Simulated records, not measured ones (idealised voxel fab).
Process module heading - voxel self aligned vias
Pictured: cross-section cut, 285 nm wide, on a grid of 5 nm square cells.
Square cells in a grid make up a cross-section in this document, and the grid is given as bands, listed from the top down, each one or more rows of cells. Band entry format. Leading values: height of top, height of bottom, nm. Remainder: materials in left-to-right order, each with its width in nm. Special words: "full width" on a single material, which then fills the band edge to edge; "air", empty space. Below 0: as-received wafer, all one material; heights counted from there. Lowest band: no bottom, goes on down, written "0..down". With a width like "30 to 40", each row of cells in the band differs from the next by the same amount, the top row carrying the first number and the bottom row the second. No cell of the cross-section changed in a step that is given as "no modification". Closed empty spaces (no open way to the top) of 8 cells or more are what "Unvented voids" lists, each as width x height at distance from the left edge, nm for all three. Formally, on a step line, whatever follows the settings is a remark that the simulator itself makes on the step. overlay nm: right-of-plan distance of the mask on a masked step; negative values mean left-of-plan.

These are the steps we planned for the process:
1: RECEIVE | material Si
2: CONFORMAL_DEP | material SiO2 | thk nm 15
3: CONFORMAL_DEP | material SiCN | thk nm 5
4: DIRECTIONAL_DEP | material lowk | thk nm 30
5: DIRECTIONAL_DEP | material aC | thk nm 10
6: PATTERN | tone open | mask id LINES | material resist | width nm 20 | pitch nm 60 | thk nm 30 | overlay nm 0
7: DIRECTIONAL_ETCH | etch materials aC | depth nm 10
8: STRIP | etch materials resist
9: DIRECTIONAL_ETCH | etch materials lowk | depth nm 30
10: STRIP | etch materials aC
11: CONFORMAL_DEP | material TiN | thk nm 5
12: FILL_DEP | material W | thk nm 10
13: CMP | height nm 50
14: SELECTIVE_ETCH | etch materials W Ru TiN | depth nm 10
15: FILL_DEP | material SiN | thk nm 10
16: CMP | height nm 50
17: DIRECTIONAL_DEP | material lowk | thk nm 15
18: PATTERN | tone open | mask id VIAS | material resist | width nm 40 | thk nm 15 | overlay nm 0
19: DIRECTIONAL_ETCH | etch materials lowk | depth nm 15
20: DIRECTIONAL_ETCH | etch materials SiN | depth nm 10
21: STRIP | etch materials resist
22: CONFORMAL_DEP | material TiN | thk nm 5
23: FILL_DEP | material W | thk nm 5
24: CMP | height nm 65
25: CONFORMAL_DEP | material SiN | thk nm 5

Wafer cross-section on receipt, i.e. after step 1:
- 0..down  Si full width
- Unvented voids: none

Wafer at module end, in section. Began as above, planned as above, run with one mistake:
- 70..65  SiN full width
- 65..50  90 lowk; 5 TiN; 30 W; 5 TiN; 155 lowk
- 50..45  90 SiN; 5 TiN; 30 W; 5 TiN; 155 SiN
- 45..40  90 SiN; 40 TiN; 155 SiN
- 40..35  105 TiN; 10 W; 50 TiN; 10 W; 110 TiN
- 35..10  100 lowk; 5 TiN; 10 W; 5 TiN; 40 lowk; 5 TiN; 10 W; 5 TiN; 105 lowk
- 10..5  100 lowk; 20 TiN; 40 lowk; 20 TiN; 105 lowk
- 5..0  SiCN full width
- 0..down  Si full width
- Unvented voids: none
Plan not followed: step 2 was left out
